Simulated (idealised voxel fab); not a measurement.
Name of the process module below: voxel ribs on slabs
Section shown: cut. Width: 250 nm. Cell size: 5 nm, square.
Format of a cross-section: grid, square cells. Given as bands. Order: top down. Band: one or more rows of cells.
Per band: top height and bottom height in nm, followed by the left-to-right materials and their widths in nm; "edge to edge" marks a single material spanning edge to edge, "air" marks empty space.
Convention: height 0 is the level below which the wafer, as received, is all one material. The lowest band does not terminate at the bottom but continues downward, represented as "0 and below".
You'd read "30->40" like this: the band's top row of cells is as wide as the first number, its bottom row is as wide as the second, and going down, every row changes width by the same amount as the row before did.
You'll sometimes find "remained the same" written for a step, and that's the way of saying that nowhere in the cross-section did a cell change during that step.
For the entry "Closed cavities", the listed items are empty spaces with no open way to the top whose size is 8 cells or more; each item follows the pattern width x height at distance, where distance is from the left edge and all three are in nm.
If you see something after the settings on a step's line, that's the simulator's own remark about that step.
What "overlay nm" on a step's line means: if the step has a mask, that mask lay this far to the right of its planned place, or, when the value is negative, to the left.
# plan
- 1: RECEIVE | material Si
- 2: DIRECTIONAL_DEP | material SiO2 | thk nm 20
- 3: DIRECTIONAL_DEP | material polySi | thk nm 15
- 4: DIRECTIONAL_DEP | material aC | thk nm 15
- 5: PATTERN | tone cover | mask id RIB | material resist | width nm 25 | thk nm 35 | overlay nm 0
- 6: DIRECTIONAL_ETCH | etch materials aC | depth nm 15
- 7: STRIP | etch materials resist
- 8: DIRECTIONAL_ETCH | etch materials polySi | depth nm 10
- 9: STRIP | etch materials aC
- 10: PATTERN | tone cover | mask id SLAB | material resist | width nm 75 | thk nm 20 | overlay nm 0
- 11: DIRECTIONAL_ETCH | etch materials polySi | depth nm 5
- 12: STRIP | etch materials resist
- 13: FILL_DEP | material SiO2 | thk nm 15
- 14: CMP | height nm 45
- 15: DIRECTIONAL_DEP | material W | thk nm 10
- 16: MASKED_ETCH | tone cover | mask id HEATER | width nm 35 | etch materials W | depth nm 10 | overlay nm 0
- 17: CONFORMAL_DEP | material SiN | thk nm 5
# Wafer at receipt (post step 1), cross-section
  0 and below: Si edge to edge
  Closed cavities: none
# First of two wafers, end-of-module section, run followed plan
  60 down to 55: air (100), SiN (45), air (105)
  55 down to 50: air (100), SiN (5), W (35), SiN (5), air (105)
  50 down to 45: SiN (105), W (35), SiN (110)
  45 down to 35: SiO2 edge to edge
  35 down to 25: SiO2 (110), polySi (25), SiO2 (115)
  25 down to 20: SiO2 (85), polySi (75), SiO2 (90)
  20 down to 0: SiO2 edge to edge
  0 and below: Si edge to edge
  Closed cavities: none
# Wafer two, end of module, cross-section. Same start, same plan as wafer one. One mistake in the run
  50 down to 45: air (100), SiN (45), air (105)
  45 down to 40: air (100), SiN (5), W (35), SiN (5), air (105)
  40 down to 35: SiN (105), W (35), SiN (110)
  35 down to 25: SiO2 (110), polySi (25), SiO2 (115)
  25 down to 20: SiO2 (85), polySi (75), SiO2 (90)
  20 down to 0: SiO2 edge to edge
  0 and below: Si edge to edge
  Closed cavities: none
Heads up, the wafer didn't run the way we planned it: step 14 was run on a setting that differed from the plan, and what really ran there is CMP | height nm 35
At the finish, the second wafer shows more or fewer cells for some materials than the first does: SiO2 -100
